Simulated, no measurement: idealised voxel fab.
Title: Process Module voxel self aligned vias
The figure presents cross-section cut, which has a width of 245 nm and is divided into square cells with an edge length of 5 nm.
When this document writes out a cross-section, it uses a grid of square cells and lists it as bands, beginning at the top and moving down, with a band standing for one or more rows of cells. Within each band entry, the heights of the top and of the bottom of the band appear first, in that order and in nm; the materials of the band then follow from left to right, each with its corresponding width in nm. The designation "edge to edge" on a single material indicates that it fills the band from edge to edge; the designation "blank" indicates empty space. Height is counted from the level 0, under which the received wafer is composed throughout of one material. The lowest of the bands is not closed at the bottom but continues downward, in the notation "0 nm and below". With a width like "30 to 40", each row of cells in the band differs from the next by the same amount, the top row carrying the first number and the bottom row the second. The designation "left unchanged", where it is given for a processing step, indicates that no cell of the cross-section was altered in the course of that step. Any empty space of 8 cells or more lacking an open way to the top shows up in "Closed-off voids" as width x height at distance, distance from the left edge, in nm. Formally, on a step line, whatever follows the settings is a remark that the simulator itself makes on the step. overlay nm: mask right of planned place by this much (step with mask). Neg. = left.
### Steps planned for the process
1. RECEIVE, material Si
2. CONFORMAL_DEP, material SiO2, thk nm 15
3. CONFORMAL_DEP, material SiCN, thk nm 5
4. DIRECTIONAL_DEP, material SiO2, thk nm 20
5. MASKED_ETCH, tone open, mask id LINES, width nm 25, pitch nm 60, etch materials SiO2, depth nm 20, overlay nm 0
6. CONFORMAL_DEP, material TiN, thk nm 5
7. FILL_DEP, material W, thk nm 10
8. CMP, height nm 40
9. SELECTIVE_ETCH, etch materials W Ru TiN, depth nm 10
10. FILL_DEP, material SiN, thk nm 5
11. CMP, height nm 40
12. DIRECTIONAL_DEP, material SiO2, thk nm 15
13. MASKED_ETCH, tone open, mask id VIAS, width nm 45, pitch nm 60, etch materials SiO2, depth nm 15, overlay nm 0
14. MASKED_ETCH, tone open, mask id VIAS, width nm 45, pitch nm 60, etch materials SiN, depth nm 10, overlay nm 0
15. CONFORMAL_DEP, material TiN, thk nm 5
16. FILL_DEP, material Cu, thk nm 10
17. CMP, height nm 55
18. CONFORMAL_DEP, material SiCN, thk nm 5
### Cross-section of the wafer as it came to us, i.e., already through step 1
    0 nm and below = Si edge to edge
    Closed-off voids: none
### Module complete - cross-section of the first of two wafers, run according to plan
    60 nm to 55 nm = SiCN edge to edge
    55 nm to 45 nm = SiO2 70 | TiN 5 | Cu 35 | TiN 5 | SiO2 15 | TiN 5 | Cu 35 | TiN 5 | SiO2 70
    45 nm to 35 nm = SiO2 70 to 80 | TiN 15 to 5 | Cu 15 | TiN 15 to 5 | SiO2 15 to 35 | TiN 15 to 5 | Cu 15 | TiN 15 to 5 | SiO2 70 to 80
    35 nm to 30 nm = SiO2 80 | TiN 25 | SiO2 35 | TiN 25 | SiO2 80
    30 nm to 25 nm = SiO2 80 | TiN 5 | W 15 | TiN 5 | SiO2 35 | TiN 5 | W 15 | TiN 5 | SiO2 80
    25 nm to 20 nm = SiO2 80 | TiN 25 | SiO2 35 | TiN 25 | SiO2 80
    20 nm to 15 nm = SiCN edge to edge
    15 nm to 0 nm = SiO2 edge to edge
    0 nm and below = Si edge to edge
    Closed-off voids: none
### Cross-section, second wafer: same start as the first, same plan as the first, one mistake in running it; taken at the end of the module
    60 nm to 55 nm = SiCN edge to edge
    55 nm to 45 nm = Cu 65 | TiN 5 | SiO2 45 | TiN 5 | Cu 5 | TiN 5 | SiO2 45 | TiN 5 | Cu 65
    45 nm to 40 nm = TiN 70 | SiO2 45 | TiN 15 | SiO2 45 | TiN 70
    40 nm to 30 nm = SiO2 80 | SiN 25 | SiO2 35 | SiN 25 | SiO2 80
    30 nm to 25 nm = SiO2 80 | TiN 5 | W 15 | TiN 5 | SiO2 35 | TiN 5 | W 15 | TiN 5 | SiO2 80
    25 nm to 20 nm = SiO2 80 | TiN 25 | SiO2 35 | TiN 25 | SiO2 80
    20 nm to 15 nm = SiCN edge to edge
    15 nm to 0 nm = SiO2 edge to edge
    0 nm and below = Si edge to edge
    Closed-off voids: none
What broke from the plan during processing? step 13 ran as: MASKED_ETCH, tone cover, mask id VIAS, width nm 45, pitch nm 60, etch materials SiO2, depth nm 15, overlay nm 0
at the end the second wafer has, in cells: 14 more of Cu | 20 more of SiN | 39 fewer of SiO2 | 5 more of TiN
